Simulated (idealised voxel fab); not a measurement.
A process module follows: voxel gate over fins.
The width of the displayed cross-section, cut, is 240 nm; its cells are square, with a size of 5 nm.
Format of a cross-section: grid, square cells. Given as bands. Order: top down. Band: one or more rows of cells.
Read a band's entry like this: the first values are the height of its top and the height of its bottom in nm, and what follows is the sequence of materials from left to right, each with its width in nm. Note that "air" is empty space, and that a single material marked "edge to edge" reaches across the band from edge to edge.
Heights are reckoned from 0. Under this level, the received wafer is all of one material. The bottommost band is open-ended downward, for example "z 0 and below".
The width entry "30 to 40" should be interpreted row by row: the top row of cells in the band takes the first number, the bottom row takes the second number, and the change between adjacent rows is uniform throughout.
Any step labelled "nothing different" changed none of the cells in the cross-section.
Empty spaces without an open route to the top, at least 8 cells in extent, make up the entry "Voids, fully enclosed"; each is given as width x height at distance, where the distance is measured from the left edge, and all are in nm.
Where a step's line continues beyond its settings, the continuation is a remark by the simulator itself on that step.
A step's line can hold "overlay nm"; with a mask on that step, the setting says how far right of the planned place the mask lay, while a negative setting says it lay to the left.
**The following list gives the planned process steps**
| 1 | RECEIVE,material Si |
| 2 | CONFORMAL_DEP,material SiN,thk nm 10 |
| 3 | PATTERN,tone cover,mask id FINS,material resist,width nm 15,pitch nm 35,thk nm 15,overlay nm 0 |
| 4 | DIRECTIONAL_ETCH,etch materials SiN,depth nm 10 |
| 5 | DIRECTIONAL_ETCH,etch materials Si,depth nm 40 |
| 6 | STRIP,etch materials resist |
| 7 | FILL_DEP,material SiO2,thk nm 10 |
| 8 | CMP,height nm 10 |
| 9 | SELECTIVE_ETCH,etch materials SiO2,depth nm 20 |
| 10 | STRIP,etch materials SiN |
| 11 | CONFORMAL_DEP,material HfO2,thk nm 5 |
| 12 | CONFORMAL_DEP,material TiN,thk nm 5 |
| 13 | CONFORMAL_DEP,material TiAl,thk nm 5 |
| 14 | CONFORMAL_DEP,material TiN,thk nm 5 |
| 15 | FILL_DEP,material W,thk nm 10 |
| 16 | CMP,height nm 25 |
| 17 | CONFORMAL_DEP,material SiCN,thk nm 10 |
**Cross-section of the wafer as it came to us, i.e., already through step 1**
> z 0 and below = Si edge to edge
> Voids, fully enclosed: none
**One mistake in running the module, otherwise start and plan as above: cross-section at the end**
> z 35 to 25 = SiCN edge to edge
> z 25 to 20 = W edge to edge
> z 20 to 15 = 65 of W, then 125 of TiN, then 50 of W
> z 15 to 10 = 65 of W, then 5 of TiN, then 115 of TiAl, then 5 of TiN, then 50 of W
> z 10 to 5 = 70 of TiN, then 5 of TiAl, then 105 of TiN, then 5 of TiAl, then 55 of TiN
> z 5 to 0 = 75 of TiAl, then 5 of TiN, then 25 of HfO2, then 10 of TiN, then 25 of HfO2, then 10 of TiN, then 25 of HfO2, then 5 of TiN, then 60 of TiAl
> z 0 to -5 = 80 of TiN, then 5 of HfO2, then 15 of Si, then 5 of HfO2, then 10 of TiN, then 5 of HfO2, then 15 of Si, then 5 of HfO2, then 10 of TiN, then 5 of HfO2, then 15 of Si, then 5 of HfO2, then 65 of TiN
> z -5 to -10 = 85 of HfO2, then 15 of Si, then 20 of HfO2, then 15 of Si, then 20 of HfO2, then 15 of Si, then 70 of HfO2
> z -10 to -40 = 85 of SiO2, then 15 of Si, then 20 of SiO2, then 15 of Si, then 20 of SiO2, then 15 of Si, then 70 of SiO2
> z -40 and below = Si edge to edge
> Voids, fully enclosed: none
What was the processing mistake? step 3, actual vs plan mismatch, actual run PATTERN,tone cover,mask id FINS,material resist,width nm 15,pitch nm 35,thk nm 15,overlay nm 10
